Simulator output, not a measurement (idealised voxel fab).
process module | voxel double patterning
cross-section cut | 190 nm wide | cells 5 nm
A cross-section is a grid of square cells, given in bands from the top down. A band is one or more rows of cells.
Each band's line starts with the height of the band's top and of its bottom, in nm. Then come its materials from left to right, each with its width in nm. One material with "throughout" fills the band from edge to edge. "air" is empty space.
Height 0 is the level under which the wafer as received is all one material. The lowest band goes on downwards, as in "0 down".
A width such as "30 to 40" changes by the same amount from each row of cells to the next, from the band's top row to its bottom row.
"no change" after a step means that no cell of the cross-section changed.
closed voids: empty space of 8 cells or more with no open way to the top, each as width x height at its distance from the left edge, in nm
after a step's settings: what the simulator itself notes on the step
overlay nm, on a step with a mask: how far to the right of its planned place the mask lay; to the left if negative
plan
1 op RECEIVE | material Si
2 op CONFORMAL_DEP | material SiO2 | thk nm 5
3 op DIRECTIONAL_DEP | material W | thk nm 15
4 op DIRECTIONAL_DEP | material SiN | thk nm 10
5 op MASKED_ETCH | tone open | mask id FIRST | width nm 15 | pitch nm 50 | etch materials SiN | depth nm 10 | overlay nm 0
6 op PATTERN | tone open | mask id SECOND | material resist | width nm 15 | thk nm 20 | overlay nm -15
7 op DIRECTIONAL_ETCH | etch materials SiN | depth nm 10
8 op STRIP | etch materials resist
9 op DIRECTIONAL_ETCH | etch materials W | depth nm 15
10 op STRIP | etch materials SiN
varied across the wafers: overlay nm of step 6. The plan shows the first wafer's value. All wafers start alike
first wafer as received, after step 1
  0 down: Si throughout
  closed voids: none
each wafer at the end: cells of each material gained (+) or lost (-) since it was received, then its closed voids
overlay nm -15 | +38 SiO2 | +90 W | closed voids: none
overlay nm -10 | +38 SiO2 | +87 W | closed voids: none
overlay nm -5 | +38 SiO2 | +87 W | closed voids: none
overlay nm 0 | +38 SiO2 | +87 W | closed voids: none
overlay nm 5 | +38 SiO2 | +87 W | closed voids: none
overlay nm 10 | +38 SiO2 | +87 W | closed voids: none
overlay nm 15 | +38 SiO2 | +90 W | closed voids: none
